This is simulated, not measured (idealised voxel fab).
Process module, titled voxel self aligned vias
The cross-section shown here is cut; it is 300 nm wide and divided into square cells measuring 5 nm on a side.
Cross-section spec: square-cell grid; bands listed top down; each band is one or more rows.
The entry gives the band's vertical extent as a top height and a bottom height in nm, then its horizontal make-up as materials from left to right, each with a width in nm. "air" stands for empty space; a single material marked "edge to edge" fills the band edge to edge.
Heads up on the height convention: 0 is the point under which the incoming wafer is all one material, and the lowest band has no bottom, it just keeps going down, like "top 0, no bottom".
A width given as "30 to 40" starts at the first number in the band's top row and ends at the second number in its bottom row, shifting by an equal amount at every step from row to row.
Where the words "remained the same" appear for a step, the cross-section shows no cell changed by that step; every cell remained as before.
"Closed internal voids" specifies each empty space that is not open to the top and that occupies no fewer than 8 cells, using the form width x height at distance, the distance measured from the left edge and all three quantities in nm.
Whatever follows a step's settings on its line is a remark the simulator itself makes about that step.
If you see "overlay nm" on a step's line and that step has a mask, it's telling you how far right of where it was planned the mask ended up; a negative number means it went left instead.

### This section lists the process steps that were planned
step 1: RECEIVE: material Si
step 2: CONFORMAL_DEP: material SiO2, thk nm 10
step 3: CONFORMAL_DEP: material SiCN, thk nm 5
step 4: DIRECTIONAL_DEP: material lowk, thk nm 25
step 5: PATTERN: tone open, mask id LINES, material resist, width nm 25, pitch nm 50, thk nm 20, overlay nm 0
step 6: DIRECTIONAL_ETCH: etch materials lowk, depth nm 25
step 7: STRIP: etch materials resist
step 8: CONFORMAL_DEP: material TiN, thk nm 5
step 9: FILL_DEP: material W, thk nm 5
step 10: CMP: height nm 40
step 11: SELECTIVE_ETCH: etch materials W Ru TiN, depth nm 5
step 12: FILL_DEP: material SiN, thk nm 10
step 13: CMP: height nm 40
step 14: DIRECTIONAL_DEP: material lowk, thk nm 15
step 15: MASKED_ETCH: tone open, mask id VIAS, width nm 35, pitch nm 50, etch materials lowk, depth nm 15, overlay nm 0
step 16: MASKED_ETCH: tone open, mask id VIAS, width nm 35, pitch nm 50, etch materials SiN, depth nm 5, overlay nm 0
step 17: CONFORMAL_DEP: material TiN, thk nm 5
step 18: FILL_DEP: material Cu, thk nm 10
step 19: CMP: height nm 55
step 20: CONFORMAL_DEP: material SiN, thk nm 5

### This is the cross-section of the wafer as we received it, i.e. after step 1
top 0, no bottom  Si edge to edge
Closed internal voids: none

### The cross-section shown corresponds to the wafer at the conclusion of the module. The initial structure and the process plan are those presented above; however, one mistake occurred in executing the plan
top 60, bottom 55  SiN edge to edge
top 55, bottom 40  SiCN edge to edge
top 40, bottom 35  lowk 110 nm, SiN 25 nm, lowk 25 nm, SiN 25 nm, lowk 115 nm
top 35, bottom 20  lowk 110 nm, TiN 5 nm, W 15 nm, TiN 5 nm, lowk 25 nm, TiN 5 nm, W 15 nm, TiN 5 nm, lowk 115 nm
top 20, bottom 15  lowk 110 nm, TiN 25 nm, lowk 25 nm, TiN 25 nm, lowk 115 nm
top 15, bottom 10  SiCN edge to edge
top 10, bottom 0  SiO2 edge to edge
top 0, no bottom  Si edge to edge
Closed internal voids: none
What broke from the plan during processing? contrary to plan, step 14 was performed as DIRECTIONAL_DEP: material SiCN, thk nm 15
